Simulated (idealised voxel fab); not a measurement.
The following process module bears the name voxel ribs on slabs.
Cross-section cut: width 280 nm, square cells of 5 nm.
In this document a cross-section is written as a grid of square cells. It is given as a series of bands, listed from the top down, and a band is one or more rows of cells. Quick guide to a band line: top height, bottom height (nm) up front; then every material left to right with its width in nm. Only one material and it's marked "edge to edge"? Then it fills the band edge to edge. And "blank" just means empty space. Below 0: as-received wafer, all one material; heights counted from there. Lowest band: no bottom, goes on down, written "0 and below". A width such as "30..40" changes by the same amount from each row of cells to the next, from the band's top row to its bottom row. "identical to before" means the step left every cell of the cross-section as it was. Reported under the label "Enclosed internal cavities" are the empty spaces having no open way to the top and comprising 8 cells or more; the notation for each is width x height at distance, in which the distance is measured from the left edge and all three values are in nm. Step line, after settings: the simulator's comment on this step. overlay nm: on a step with a mask, how far right of its planned place the mask lay; negative means left. Before/after cross-section pairs, one process step each; after shown to lowest changed band; step and settings beneath. Pairs may be from different runs of this module on the same starting wafer; a pair continues from the one above only where its "Pre-step snapshot" entry says so.

### Pre-step snapshot
* 50 down to 25 = SiN edge to edge
* 25 down to 0 = SiO2 edge to edge
* 0 and below = Si edge to edge
* Enclosed internal cavities: none

### Post-Step Cross-Section
* 50 down to 35 = SiN 130 nm; blank 15 nm; SiN 135 nm
* Everything below 35 is unchanged.
* Enclosed internal cavities: none
Looking at the two cross-sections above, the step in the middle is op MASKED_ETCH | tone open | mask id RIB | width nm 15 | etch materials SiN | depth nm 15 | overlay nm 0

Pre-step snapshot: just use the after drawing of the pair above as your starting point.

### Post-Step Cross-Section
* 70 down to 50 = blank 110 nm; resist 55 nm; blank 115 nm
* 50 down to 35 = SiN 130 nm; resist 15 nm; SiN 135 nm
* Everything below 35 is unchanged.
* Enclosed internal cavities: none
Looking at the two cross-sections above, the step in the middle is op PATTERN | tone cover | mask id SLAB | material resist | width nm 55 | thk nm 20 | overlay nm 0

Pre-step snapshot: just use the after drawing of the pair above as your starting point.

### Post-Step Cross-Section
* 70 down to 50 = blank 110 nm; resist 55 nm; blank 115 nm
* 50 down to 40 = blank 110 nm; SiN 20 nm; resist 15 nm; SiN 20 nm; blank 115 nm
* Everything below 40 is unchanged.
* Enclosed internal cavities: none
Looking at the two cross-sections above, the step in the middle is op DIRECTIONAL_ETCH | etch materials SiN | depth nm 10

Pre-step snapshot: just use the after drawing of the pair above as your starting point.

### Post-Step Cross-Section
* 50 down to 40 = blank 110 nm; SiN 20 nm; blank 15 nm; SiN 20 nm; blank 115 nm
* 40 down to 35 = SiN 130 nm; blank 15 nm; SiN 135 nm
* Everything below 35 is unchanged.
* Enclosed internal cavities: none
Looking at the two cross-sections above, the step in the middle is op STRIP | etch materials resist

Pre-step snapshot: just use the after drawing of the pair above as your starting point.

### Post-Step Cross-Section
* 70 down to 50 = SiO2 edge to edge
* 50 down to 40 = SiO2 110 nm; SiN 20 nm; SiO2 15 nm; SiN 20 nm; SiO2 115 nm
* 40 down to 35 = SiN 130 nm; SiO2 15 nm; SiN 135 nm
* Everything below 35 is unchanged.
* Enclosed internal cavities: none
Looking at the two cross-sections above, the step in the middle is op FILL_DEP | material SiO2 | thk nm 20

Pre-step snapshot: just use the after drawing of the pair above as your starting point.

### Post-Step Cross-Section
* 65 down to 50 = SiO2 edge to edge
* Everything below 50 is unchanged.
* Enclosed internal cavities: none
Looking at the two cross-sections above, the step in the middle is op CMP | height nm 65

Pre-step snapshot: just use the after drawing of the pair above as your starting point.

### Post-Step Cross-Section
* 75 down to 65 = TiN edge to edge
* Everything below 65 is unchanged.
* Enclosed internal cavities: none
Looking at the two cross-sections above, the step in the middle is op DIRECTIONAL_DEP | material TiN | thk nm 10

Pre-step snapshot: just use the after drawing of the pair above as your starting point.

### Post-Step Cross-Section
* 90 down to 75 = aC edge to edge
* Everything below 75 is unchanged.
* Enclosed internal cavities: none
Looking at the two cross-sections above, the step in the middle is op DIRECTIONAL_DEP | material aC | thk nm 15

Pre-step snapshot: just use the after drawing of the pair above as your starting point.

### Post-Step Cross-Section
* 125 down to 90 = blank 125 nm; resist 25 nm; blank 130 nm
* Everything below 90 is unchanged.
* Enclosed internal cavities: none
Looking at the two cross-sections above, the step in the middle is op PATTERN | tone cover | mask id HEATER | material resist | width nm 25 | thk nm 35 | overlay nm 0

Pre-step snapshot: just use the after drawing of the pair above as your starting point.

### Post-Step Cross-Section
* 110 down to 90 = blank 125 nm; resist 25 nm; blank 130 nm
* 90 down to 75 = blank 125 nm; aC 25 nm; blank 130 nm
* Everything below 75 is unchanged.
* Enclosed internal cavities: none
Looking at the two cross-sections above, the step in the middle is op DIRECTIONAL_ETCH | etch materials aC | depth nm 15

Pre-step snapshot: just use the after drawing of the pair above as your starting point.

### Post-Step Cross-Section
* 90 down to 75 = blank 125 nm; aC 25 nm; blank 130 nm
* Everything below 75 is unchanged.
* Enclosed internal cavities: none
Looking at the two cross-sections above, the step in the middle is op STRIP | etch materials resist

Pre-step snapshot: just use the after drawing of the pair above as your starting point.

### Post-Step Cross-Section
* 90 down to 75 = blank 125 nm; aC 25 nm; blank 130 nm
* 75 down to 65 = blank 125 nm; TiN 25 nm; blank 130 nm
* Everything below 65 is unchanged.
* Enclosed internal cavities: none
Looking at the two cross-sections above, the step in the middle is op DIRECTIONAL_ETCH | etch materials TiN | depth nm 10

Pre-step snapshot: just use the after drawing of the pair above as your starting point.

### Post-Step Cross-Section
* 75 down to 65 = blank 125 nm; TiN 25 nm; blank 130 nm
* Everything below 65 is unchanged.
* Enclosed internal cavities: none
Looking at the two cross-sections above, the step in the middle is op STRIP | etch materials aC

Pre-step snapshot: just use the after drawing of the pair above as your starting point.

### Post-Step Cross-Section
* 85 down to 75 = blank 115 nm; SiN 45 nm; blank 120 nm
* 75 down to 65 = SiN 125 nm; TiN 25 nm; SiN 130 nm
* Everything below 65 is unchanged.
* Enclosed internal cavities: none
Looking at the two cross-sections above, the step in the middle is op CONFORMAL_DEP | material SiN | thk nm 10
